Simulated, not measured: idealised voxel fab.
Module name: voxel lift off (process module)
This is section cut - it's 170 nm across, gridded in 5 nm square cells.
Cross-section spec: square-cell grid; bands listed top down; each band is one or more rows. Each band's line starts with the height of the band's top and of its bottom, in nm. Then come its materials from left to right, each with its width in nm. One material with "all across" fills the band from edge to edge. "empty" is empty space. The reference from which all heights are counted is 0, the level beneath which the as-received wafer is entirely one material; the lowest band, having no lower bound, proceeds downward and is written after the example "0 down". So if you see something like "30 to 40" for the width, read it as the top row of the band sitting at the first number and the bottom row at the second, with every row in between moving by the same amount as the last. The designation "left unchanged", where it is given for a processing step, indicates that no cell of the cross-section was altered in the course of that step. In the "Sealed internal cavities" entry, you get each enclosed empty space of 8 cells or more, one with no open way to the top, written width x height at distance, distance from the left edge, in nm. Note: text after step settings on the step line = simulator remark on that step. "overlay nm", when on a step's line for a step with a mask, measures how far to the right of its planned place the mask lay; a negative measure means to the left.

[Process steps (planned)]
1: RECEIVE | material Si
2: CONFORMAL_DEP | material SiO2 | thk nm 5
3: PATTERN | tone open | mask id LINES | material resist | width nm 30 | pitch nm 60 | thk nm 25 | overlay nm 0
4: DIRECTIONAL_DEP | material Ru | thk nm 15
5: STRIP | etch materials resist
6: CONFORMAL_DEP | material SiCN | thk nm 5

[Cross-section of the incoming wafer, state after step 1]
* 0 down  Si all across
* Sealed internal cavities: none

[Module complete, cross-section. Starting point and plan per above. One mistake made in running the module]
* 20 to 15  empty: 35; SiCN: 40; empty: 20; SiCN: 40; empty: 35
* 15 to 5  empty: 35; SiCN: 5; Ru: 30; SiCN: 5; empty: 20; SiCN: 5; Ru: 30; SiCN: 5; empty: 35
* 5 to 0  SiCN: 40; Ru: 30; SiCN: 30; Ru: 30; SiCN: 40
* 0 down  Si all across
* Sealed internal cavities: none
Short version of what went wrong: step 2 from the plan never happened, it was just skipped
